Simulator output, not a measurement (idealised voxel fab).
Module name: voxel self aligned vias (process module)
Each square cell in cross-section cut measures 5 nm, and the section as a whole is 165 nm wide.
Throughout this document, each cross-section is represented as a grid of square cells and is presented as a sequence of bands enumerated from the top downward, where a band comprises one or more rows of cells.
The band entry comprises the height of the band's top followed by the height of its bottom, expressed in nm, and subsequently the band's materials from left to right, each stated together with its width in nm. Where a single material is marked with the word "full width", that material fills the band from edge to edge. The word "empty" represents empty space.
Convention: height 0 is the level below which the wafer, as received, is all one material. The lowest band does not terminate at the bottom but continues downward, represented as "from 0 down".
Width "30->40": first value at the band's top row of cells, second value at its bottom row, equal change from row to row.
Step note "no modification" = no cross-section cell changed.
In "Enclosed void catalog" the enclosed voids are listed, meaning empty spaces of 8 cells or larger without any opening to the top. The form is width x height at distance, distance from the left edge, units nm.
after a step's settings: what the simulator itself notes on the step
"overlay nm" denotes, for a step that has a mask, the displacement of the mask to the right of its planned place, with negative values corresponding to the left.

**Process steps - plan**
- 1: RECEIVE with material Si
- 2: CONFORMAL_DEP with material SiO2, thk nm 15
- 3: CONFORMAL_DEP with material SiCN, thk nm 5
- 4: DIRECTIONAL_DEP with material lowk, thk nm 30
- 5: PATTERN with tone open, mask id LINES, material resist, width nm 30, pitch nm 80, thk nm 20, overlay nm 0
- 6: DIRECTIONAL_ETCH with etch materials lowk, depth nm 30
- 7: STRIP with etch materials resist
- 8: CONFORMAL_DEP with material TiN, thk nm 5
- 9: FILL_DEP with material W, thk nm 10
- 10: CMP with height nm 50
- 11: SELECTIVE_ETCH with etch materials W Ru TiN, depth nm 10
- 12: FILL_DEP with material SiN, thk nm 5
- 13: CMP with height nm 50
- 14: DIRECTIONAL_DEP with material lowk, thk nm 20
- 15: DIRECTIONAL_DEP with material aC, thk nm 10
- 16: PATTERN with tone open, mask id VIAS, material resist, width nm 50, pitch nm 80, thk nm 30, overlay nm 0
- 17: DIRECTIONAL_ETCH with etch materials aC, depth nm 10
- 18: STRIP with etch materials resist
- 19: DIRECTIONAL_ETCH with etch materials lowk, depth nm 20
- 20: DIRECTIONAL_ETCH with etch materials SiN, depth nm 10
- 21: STRIP with etch materials aC
- 22: CONFORMAL_DEP with material TiN, thk nm 5
- 23: FILL_DEP with material W, thk nm 10
- 24: CMP with height nm 70
- 25: CONFORMAL_DEP with material SiCN, thk nm 5

**Step 1 complete: cross-section of the wafer as received**
> from 0 down = Si full width
> Enclosed void catalog: none

**The first of the two wafers as seen in cross-section once the module was finished; processing followed the plan**
> from 75 to 70 = SiCN full width
> from 70 to 55 = lowk: 15, TiN: 5, W: 40, TiN: 5, lowk: 30, TiN: 5, W: 40, TiN: 5, lowk: 20
> from 55 to 45 = lowk: 15->25, TiN: 15->5, W: 20, TiN: 15->5, lowk: 30->50, TiN: 15->5, W: 20, TiN: 15->5, lowk: 20->30
> from 45 to 40 = lowk: 25, TiN: 30, lowk: 50, TiN: 30, lowk: 30
> from 40 to 25 = lowk: 25, TiN: 5, W: 20, TiN: 5, lowk: 50, TiN: 5, W: 20, TiN: 5, lowk: 30
> from 25 to 20 = lowk: 25, TiN: 30, lowk: 50, TiN: 30, lowk: 30
> from 20 to 15 = SiCN full width
> from 15 to 0 = SiO2 full width
> from 0 down = Si full width
> Enclosed void catalog: none

**Cross-sectional view: second of two wafers, end of module; start and plan identical to the first, one mistake in running**
> from 70 to 65 = SiCN full width
> from 65 to 55 = lowk: 15, TiN: 5, W: 40, TiN: 5, lowk: 30, TiN: 5, W: 40, TiN: 5, lowk: 20
> from 55 to 45 = lowk: 15->25, TiN: 15->5, W: 20, TiN: 15->5, lowk: 30->50, TiN: 15->5, W: 20, TiN: 15->5, lowk: 20->30
> from 45 to 40 = lowk: 25, TiN: 30, lowk: 50, TiN: 30, lowk: 30
> from 40 to 25 = lowk: 25, TiN: 5, W: 20, TiN: 5, lowk: 50, TiN: 5, W: 20, TiN: 5, lowk: 30
> from 25 to 20 = lowk: 25, TiN: 30, lowk: 50, TiN: 30, lowk: 30
> from 20 to 15 = SiCN full width
> from 15 to 0 = SiO2 full width
> from 0 down = Si full width
> Enclosed void catalog: none
Nonconformance to the process plan: contrary to plan, step 24 was performed as CMP with height nm 65
Wrapping up, a cell-based count of both wafers puts the second over or under the first for these materials: TiN -4 | W -16 | lowk -13
